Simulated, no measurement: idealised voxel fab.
Name of the process module below: voxel lift off
Square cells of 5 nm make up the cross-section cut, whose width is 215 nm.
Each cross-section below is a grid of square cells, stated as bands in top-down order, with one or more rows of cells making up each band.
First you get the band's top height and its bottom height, in nm, and then the materials it's made of, left to right, with each width in nm. If you see a single material with "throughout", that one covers the band edge to edge. "empty" is empty space.
Beneath 0, the wafer as received is one material, and that level is where height counting begins. The lowest band goes on downward without a bottom; it is written like "from 0 down".
Graded width ("30->40"): value in top row of band = first number; value in bottom row = second number; row-to-row change constant.
You'll sometimes find "no change" written for a step, and that's the way of saying that nowhere in the cross-section did a cell change during that step.
"Closed void inventory" contains a list of empty spaces, each no smaller than 8 cells and without an open way to the top, written in the form width x height at distance with the distance from the left edge and all three in nm.
If you see something after the settings on a step's line, that's the simulator's own remark about that step.
Regarding "overlay nm": on a step with a mask, it is the distance the mask lay to the right of its planned place; a negative value places it to the left.
## Steps in the process plan
1) RECEIVE (material Si)
2) CONFORMAL_DEP (material Al2O3; thk nm 5)
3) PATTERN (tone open; mask id LINES; material resist; width nm 25; pitch nm 40; thk nm 20; overlay nm 0)
4) DIRECTIONAL_DEP (material Ru; thk nm 10)
5) STRIP (etch materials resist)
6) CONFORMAL_DEP (material SiCN; thk nm 5)
## Of two wafers, the first: run according to plan
## Here's what the wafer looked like in cross-section when it arrived - that's after step 1
* from 0 down: Si throughout
* Closed void inventory: none
## After step 2: wafer cross-section
* from 5 to 0: Al2O3 throughout
* below 0: unchanged
## After step 3: wafer cross-section
* from 25 to 5: 35 nm resist; 25 nm empty; 15 nm resist; 25 nm empty; 15 nm resist; 25 nm empty; 15 nm resist; 25 nm empty; 35 nm resist
* below 5: unchanged
## After step 4: wafer cross-section
* from 35 to 25: 35 nm Ru; 25 nm empty; 15 nm Ru; 25 nm empty; 15 nm Ru; 25 nm empty; 15 nm Ru; 25 nm empty; 35 nm Ru
* from 25 to 15: 35 nm resist; 25 nm empty; 15 nm resist; 25 nm empty; 15 nm resist; 25 nm empty; 15 nm resist; 25 nm empty; 35 nm resist
* from 15 to 5: 35 nm resist; 25 nm Ru; 15 nm resist; 25 nm Ru; 15 nm resist; 25 nm Ru; 15 nm resist; 25 nm Ru; 35 nm resist
* below 5: unchanged
## After step 5: wafer cross-section
* from 15 to 5: 35 nm empty; 25 nm Ru; 15 nm empty; 25 nm Ru; 15 nm empty; 25 nm Ru; 15 nm empty; 25 nm Ru; 35 nm empty
* below 5: unchanged
## After step 6: wafer cross-section
* from 20 to 15: 30 nm empty; 35 nm SiCN; 5 nm empty; 35 nm SiCN; 5 nm empty; 35 nm SiCN; 5 nm empty; 35 nm SiCN; 30 nm empty
* from 15 to 10: 30 nm empty; 5 nm SiCN; 25 nm Ru; 5 nm SiCN; 5 nm empty; 5 nm SiCN; 25 nm Ru; 5 nm SiCN; 5 nm empty; 5 nm SiCN; 25 nm Ru; 5 nm SiCN; 5 nm empty; 5 nm SiCN; 25 nm Ru; 5 nm SiCN; 30 nm empty
* from 10 to 5: 35 nm SiCN; 25 nm Ru; 15 nm SiCN; 25 nm Ru; 15 nm SiCN; 25 nm Ru; 15 nm SiCN; 25 nm Ru; 35 nm SiCN
* below 5: unchanged
## Notes, second wafer: start = first wafer's, plan = first wafer's, execution had one mistake; history identical to first through step 2
## when step 3 should have ended
* from 25 to 5: 35 nm empty; 25 nm resist; 15 nm empty; 25 nm resist; 15 nm empty; 25 nm resist; 15 nm empty; 25 nm resist; 35 nm empty
* below 5: unchanged
## when step 4 should have ended
* from 35 to 25: 35 nm empty; 25 nm Ru; 15 nm empty; 25 nm Ru; 15 nm empty; 25 nm Ru; 15 nm empty; 25 nm Ru; 35 nm empty
* from 25 to 15: 35 nm empty; 25 nm resist; 15 nm empty; 25 nm resist; 15 nm empty; 25 nm resist; 15 nm empty; 25 nm resist; 35 nm empty
* from 15 to 5: 35 nm Ru; 25 nm resist; 15 nm Ru; 25 nm resist; 15 nm Ru; 25 nm resist; 15 nm Ru; 25 nm resist; 35 nm Ru
* below 5: unchanged
## when step 5 should have ended
* from 15 to 5: 35 nm Ru; 25 nm empty; 15 nm Ru; 25 nm empty; 15 nm Ru; 25 nm empty; 15 nm Ru; 25 nm empty; 35 nm Ru
* below 5: unchanged
## when step 6 should have ended
* from 20 to 15: 40 nm SiCN; 15 nm empty; 25 nm SiCN; 15 nm empty; 25 nm SiCN; 15 nm empty; 25 nm SiCN; 15 nm empty; 40 nm SiCN
* from 15 to 10: 35 nm Ru; 5 nm SiCN; 15 nm empty; 5 nm SiCN; 15 nm Ru; 5 nm SiCN; 15 nm empty; 5 nm SiCN; 15 nm Ru; 5 nm SiCN; 15 nm empty; 5 nm SiCN; 15 nm Ru; 5 nm SiCN; 15 nm empty; 5 nm SiCN; 35 nm Ru
* from 10 to 5: 35 nm Ru; 25 nm SiCN; 15 nm Ru; 25 nm SiCN; 15 nm Ru; 25 nm SiCN; 15 nm Ru; 25 nm SiCN; 35 nm Ru
* below 5: unchanged
Processing error: the process deviated at step 3: the operation and settings actually run there were PATTERN (tone cover; mask id LINES; material resist; width nm 25; pitch nm 40; thk nm 20; overlay nm 0)
at the end the second wafer has, in cells: 6 more of Ru
